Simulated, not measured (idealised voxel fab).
process module | voxel self aligned contacts
cross-section cut | 180 nm wide | cells 5 nm
A cross-section is a grid of square cells, given in bands from the top down. A band is one or more rows of cells.
Each band's line starts with the height of the band's top and of its bottom, in nm. Then come its materials from left to right, each with its width in nm. One material with "throughout" fills the band from edge to edge. "air" is empty space.
Height 0 is the level under which the wafer as received is all one material. The lowest band goes on downwards, as in "0 down".
A width such as "30 to 40" changes by the same amount from each row of cells to the next, from the band's top row to its bottom row.
"no change" after a step means that no cell of the cross-section changed.
closed voids: empty space of 8 cells or more with no open way to the top, each as width x height at its distance from the left edge, in nm
after a step's settings: what the simulator itself notes on the step
overlay nm, on a step with a mask: how far to the right of its planned place the mask lay; to the left if negative
plan
1 op RECEIVE | material Si
2 op OXIDIZE | depth nm 5
3 op DIRECTIONAL_DEP | material polySi | thk nm 20
4 op DIRECTIONAL_DEP | material SiN | thk nm 15
5 op DIRECTIONAL_DEP | material aC | thk nm 10
6 op PATTERN | tone cover | mask id GATE | material resist | width nm 25 | pitch nm 50 | thk nm 25 | overlay nm 0
7 op DIRECTIONAL_ETCH | etch materials aC | depth nm 10
8 op STRIP | etch materials resist
9 op DIRECTIONAL_ETCH | etch materials SiN | depth nm 15
10 op DIRECTIONAL_ETCH | etch materials polySi | depth nm 20
11 op STRIP | etch materials aC
12 op CONFORMAL_DEP | material SiN | thk nm 5
13 op DIRECTIONAL_ETCH | etch materials SiN | depth nm 5
14 op FILL_DEP | material SiO2 | thk nm 10
15 op CMP | height nm 40
16 op PATTERN | tone open | mask id CONTACT | material resist | width nm 35 | thk nm 15 | overlay nm 0
17 op DIRECTIONAL_ETCH | etch materials SiO2 | depth nm 45
18 op STRIP | etch materials resist
19 op CONFORMAL_DEP | material TiN | thk nm 5
20 op FILL_DEP | material Ru | thk nm 10
21 op CMP | height nm 40
22 op CONFORMAL_DEP | material SiN | thk nm 5
as received, after step 1
  0 down: Si throughout
  closed voids: none
first wafer at the end, as planned
  45 to 40: SiN throughout
  40 to 35: SiO2 70 | TiN 15 | Ru 5 | TiN 15 | SiO2 75
  35 to 20: SiO2 45 | SiN 35 | TiN 5 | Ru 5 | TiN 5 | SiN 35 | SiO2 50
  20 to 0: SiO2 45 | SiN 5 | polySi 25 | SiN 5 | TiN 5 | Ru 5 | TiN 5 | SiN 5 | polySi 25 | SiN 5 | SiO2 50
  0 to -5: SiO2 80 | TiN 15 | SiO2 85
  -5 down: Si throughout
  closed voids: none
second wafer at the end: like start, like plan, one mistake
  45 to 40: SiN throughout
  40 to 35: SiO2 70 | TiN 35 | SiO2 75
  35 to 20: SiN 55 | SiO2 15 | SiN 35 | SiO2 15 | SiN 60
  20 to 0: polySi 50 | SiN 5 | SiO2 15 | SiN 5 | polySi 25 | SiN 5 | SiO2 15 | SiN 5 | polySi 55
  0 to -5: SiO2 throughout
  -5 down: Si throughout
  closed voids: none
what went wrong: step 6 ran as: op PATTERN | tone open | mask id GATE | material resist | width nm 25 | pitch nm 50 | thk nm 25 | overlay nm 0
at the end the second wafer has, in cells: 8 fewer of Ru | 48 more of SiN | 88 fewer of SiO2 | 16 fewer of TiN | 64 more of polySi
